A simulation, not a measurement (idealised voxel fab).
The document below concerns the process module designated voxel capacitor over wiring.
200 nm wide, 5 nm square cells: that's cross-section cut.
Heads up, the way a cross-section reads in here is a grid of square cells, handed over as bands from the top down, with every band being one or more rows of cells. Top, bottom (nm), then materials left to right with widths (nm); lone material tagged "throughout" fills the whole band edge to edge; "air" = empty space. Heads up on the height convention: 0 is the point under which the incoming wafer is all one material, and the lowest band has no bottom, it just keeps going down, like "0 and below". Width "30 to 40": first value at the band's top row of cells, second value at its bottom row, equal change from row to row. A step reported as "no change" is a step in which no cell of the cross-section changed. "Closed internal voids" specifies each empty space that is not open to the top and that occupies no fewer than 8 cells, using the form width x height at distance, the distance measured from the left edge and all three quantities in nm. That trailing text on a step's line, after the settings, is the simulator's own remark on the step. When a step includes a mask, the "overlay nm" setting on its line states how far to the right of its planned place that mask lay, and negative values state how far to the left.

## Planned step list for the process
1: RECEIVE (material Si)
2: CONFORMAL_DEP (material SiO2; thk nm 15)
3: CONFORMAL_DEP (material SiCN; thk nm 5)
4: DIRECTIONAL_DEP (material SiO2; thk nm 20)
5: DIRECTIONAL_DEP (material aC; thk nm 15)
6: PATTERN (tone open; mask id METAL_1; material resist; width nm 25; pitch nm 90; thk nm 35; overlay nm 0)
7: DIRECTIONAL_ETCH (etch materials aC; depth nm 15)
8: STRIP (etch materials resist)
9: DIRECTIONAL_ETCH (etch materials SiO2; depth nm 20)
10: DIRECTIONAL_ETCH (etch materials SiCN; depth nm 5)
11: STRIP (etch materials aC)
12: CONFORMAL_DEP (material TiN; thk nm 5)
13: FILL_DEP (material Cu; thk nm 10)
14: CMP (height nm 40)
15: EPI (material Ru; thk nm 5)
16: FILL_DEP (material SiCN; thk nm 5)
17: DIRECTIONAL_DEP (material lowk; thk nm 10)
18: PATTERN (tone open; mask id PLUG_1; material resist; width nm 15; thk nm 20; overlay nm 0)
19: DIRECTIONAL_ETCH (etch materials lowk; depth nm 10)
20: DIRECTIONAL_ETCH (etch materials SiCN; depth nm 5)
21: STRIP (etch materials resist)
22: EPI (material Ru; thk nm 10)
23: EPI (material Ru; thk nm 5)
24: DIRECTIONAL_DEP (material TiN; thk nm 10)
25: DIRECTIONAL_DEP (material HfO2; thk nm 5)
26: DIRECTIONAL_DEP (material TiN; thk nm 5)
27: DIRECTIONAL_DEP (material aC; thk nm 10)
28: PATTERN (tone cover; mask id UPPER_PLATE; material resist; width nm 70; thk nm 25; overlay nm -15)
29: DIRECTIONAL_ETCH (etch materials aC; depth nm 10)
30: STRIP (etch materials resist)
31: DIRECTIONAL_ETCH (etch materials TiN; depth nm 5)
32: DIRECTIONAL_ETCH (etch materials HfO2; depth nm 5)
33: STRIP (etch materials aC)
34: PATTERN (tone cover; mask id LOWER_PLATE; material resist; width nm 80; thk nm 15; overlay nm 0)
35: DIRECTIONAL_ETCH (etch materials TiN; depth nm 10)
36: STRIP (etch materials resist)
37: FILL_DEP (material SiO2; thk nm 20)
38: CMP (height nm 95)
39: DIRECTIONAL_DEP (material aC; thk nm 15)
40: PATTERN (tone open; mask id PLUG_2; material resist; width nm 15; thk nm 30; overlay nm 0)
41: DIRECTIONAL_ETCH (etch materials aC; depth nm 15)
42: STRIP (etch materials resist)
43: DIRECTIONAL_ETCH (etch materials SiO2; depth nm 15)
44: STRIP (etch materials aC)
45: CONFORMAL_DEP (material TiN; thk nm 5)
46: FILL_DEP (material Ru; thk nm 5)
47: CMP (height nm 95)
48: CONFORMAL_DEP (material SiCN; thk nm 5)
The plan's step 28 overlay nm is the first wafer's value; the wafers differ in this setting and start identical.

## Step 1 complete: as-received cross-section of the first of several wafers
    0 and below  Si throughout
    Closed internal voids: none

## each wafer at the end: cells of each material gained (+) or lost (-) since it was received, then its closed voids
overlay nm -15; +24 Cu; +14 HfO2; +25 Ru; +133 SiCN; +449 SiO2; +81 TiN; +74 lowk; Closed internal voids: none
overlay nm -10; +24 Cu; +14 HfO2; +25 Ru; +133 SiCN; +450 SiO2; +80 TiN; +74 lowk; Closed internal voids: none
overlay nm -5; +24 Cu; +14 HfO2; +25 Ru; +133 SiCN; +451 SiO2; +79 TiN; +74 lowk; Closed internal voids: none
overlay nm 0; +24 Cu; +14 HfO2; +25 Ru; +133 SiCN; +451 SiO2; +79 TiN; +74 lowk; Closed internal voids: none
overlay nm 5; +24 Cu; +14 HfO2; +25 Ru; +133 SiCN; +451 SiO2; +79 TiN; +74 lowk; Closed internal voids: none
overlay nm 10; +24 Cu; +14 HfO2; +25 Ru; +133 SiCN; +450 SiO2; +80 TiN; +74 lowk; Closed internal voids: none
overlay nm 15; +24 Cu; +14 HfO2; +25 Ru; +133 SiCN; +449 SiO2; +81 TiN; +74 lowk; Closed internal voids: none
